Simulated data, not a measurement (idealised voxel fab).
You're looking at the process module voxel self aligned vias.
It is cross-section cut that appears here, measuring 260 nm in width, its square cells being 5 nm in size.
Cross-section layout: square cells on a grid; listed as bands, top to bottom; a band spans one or more cell rows. Look at the band entry: it leads with the top's height and the bottom's height in nm. Then it lists the materials left to right, with a width in nm for each. The word "everywhere" on a single material says that material fills the band edge to edge. The word "air" is empty space. Measure heights from 0. That's the level where, below it, the as-received wafer is all one material. The lowest band is bottomless and extends downward; write it as in "0 -> down". The width entry "30..40" should be interpreted row by row: the top row of cells in the band takes the first number, the bottom row takes the second number, and the change between adjacent rows is uniform throughout. No cell of the cross-section changed in a step that is given as "remained unchanged". Entry "Trapped void list" = empty spaces >= 8 cells with no open way to the top; each as width x height at distance, distance from left edge, all nm. If you see something after the settings on a step's line, that's the simulator's own remark about that step. "overlay nm" denotes, for a step that has a mask, the displacement of the mask to the right of its planned place, with negative values corresponding to the left.
PROCESS STEPS (PLANNED)
| 1 | RECEIVE (material Si) |
| 2 | CONFORMAL_DEP (material SiO2; thk nm 10) |
| 3 | CONFORMAL_DEP (material SiCN; thk nm 5) |
| 4 | DIRECTIONAL_DEP (material SiO2; thk nm 30) |
| 5 | MASKED_ETCH (tone open; mask id LINES; width nm 15; pitch nm 55; etch materials SiO2; depth nm 30; overlay nm 0) |
| 6 | CONFORMAL_DEP (material TiN; thk nm 5) |
| 7 | FILL_DEP (material Ru; thk nm 5) |
| 8 | CMP (height nm 45) |
| 9 | SELECTIVE_ETCH (etch materials W Ru TiN; depth nm 5) |
| 10 | FILL_DEP (material SiN; thk nm 5) |
| 11 | CMP (height nm 45) |
| 12 | DIRECTIONAL_DEP (material SiO2; thk nm 15) |
| 13 | MASKED_ETCH (tone open; mask id VIAS; width nm 30; pitch nm 55; etch materials SiO2; depth nm 15; overlay nm 0) |
| 14 | MASKED_ETCH (tone open; mask id VIAS; width nm 30; pitch nm 55; etch materials SiN; depth nm 5; overlay nm 0) |
| 15 | CONFORMAL_DEP (material TiN; thk nm 5) |
| 16 | FILL_DEP (material Cu; thk nm 10) |
| 17 | CMP (height nm 60) |
| 18 | CONFORMAL_DEP (material SiN; thk nm 5) |
For clarity, it should be stated that the wafers under discussion commence in an identical condition and differ with respect to the width nm of step 5, the plan indicating the value that the first wafer had.
AFTER STEP 1, AS RECEIVED: FIRST OF SEVERAL WAFERS, CROSS-SECTION
  0 -> down  Si everywhere
  Trapped void list: none
CROSS-SECTION OF THE FIRST OF SEVERAL WAFERS ONCE THE MODULE HAS RUN THROUGH ITS LAST STEP, STEP 18
  65 -> 60  SiN everywhere
  60 -> 50  60 of SiO2  5 of TiN  20 of Cu  5 of TiN  25 of SiO2  5 of TiN  20 of Cu  5 of TiN  25 of SiO2  5 of TiN  20 of Cu  5 of TiN  60 of SiO2
  50 -> 45  60 of SiO2  15 of TiN  5 of Cu  10 of TiN  25 of SiO2  15 of TiN  5 of Cu  10 of TiN  25 of SiO2  15 of TiN  5 of Cu  10 of TiN  60 of SiO2
  45 -> 40  70 of SiO2  15 of TiN  40 of SiO2  15 of TiN  40 of SiO2  15 of TiN  65 of SiO2
  40 -> 20  70 of SiO2  5 of TiN  5 of Ru  5 of TiN  40 of SiO2  5 of TiN  5 of Ru  5 of TiN  40 of SiO2  5 of TiN  5 of Ru  5 of TiN  65 of SiO2
  20 -> 15  70 of SiO2  15 of TiN  40 of SiO2  15 of TiN  40 of SiO2  15 of TiN  65 of SiO2
  15 -> 10  SiCN everywhere
  10 -> 0  SiO2 everywhere
  0 -> down  Si everywhere
  Trapped void list: none
LAST WAFER, END OF MODULE, CROSS-SECTION
  65 -> 60  SiN everywhere
  60 -> 45  60 of SiO2  5 of TiN  20 of Cu  5 of TiN  25 of SiO2  5 of TiN  20 of Cu  5 of TiN  25 of SiO2  5 of TiN  20 of Cu  5 of TiN  60 of SiO2
  45 -> 40  60 of SiO2  30 of TiN  5 of SiN  20 of SiO2  30 of TiN  5 of SiN  20 of SiO2  30 of TiN  5 of SiN  55 of SiO2
  40 -> 20  60 of SiO2  5 of TiN  25 of Ru  5 of TiN  20 of SiO2  5 of TiN  25 of Ru  5 of TiN  20 of SiO2  5 of TiN  25 of Ru  5 of TiN  55 of SiO2
  20 -> 15  60 of SiO2  35 of TiN  20 of SiO2  35 of TiN  20 of SiO2  35 of TiN  55 of SiO2
  15 -> 10  SiCN everywhere
  10 -> 0  SiO2 everywhere
  0 -> down  Si everywhere
  Trapped void list: none
ROW PER WAFER, END-OF-MODULE: CELL GAIN (+)/LOSS (-) BY MATERIAL SINCE THE WAFER CAME IN, THEN CLOSED VOIDS
width nm 15, +27 Cu, +12 Ru, +52 SiCN, +52 SiN, +464 SiO2, +69 TiN, Trapped void list: none
width nm 20, +30 Cu, +24 Ru, +52 SiCN, +52 SiN, +446 SiO2, +72 TiN, Trapped void list: none
width nm 25, +33 Cu, +36 Ru, +52 SiCN, +52 SiN, +428 SiO2, +75 TiN, Trapped void list: none
width nm 30, +36 Cu, +48 Ru, +52 SiCN, +52 SiN, +410 SiO2, +78 TiN, Trapped void list: none
width nm 35, +36 Cu, +60 Ru, +52 SiCN, +55 SiN, +392 SiO2, +81 TiN, Trapped void list: none
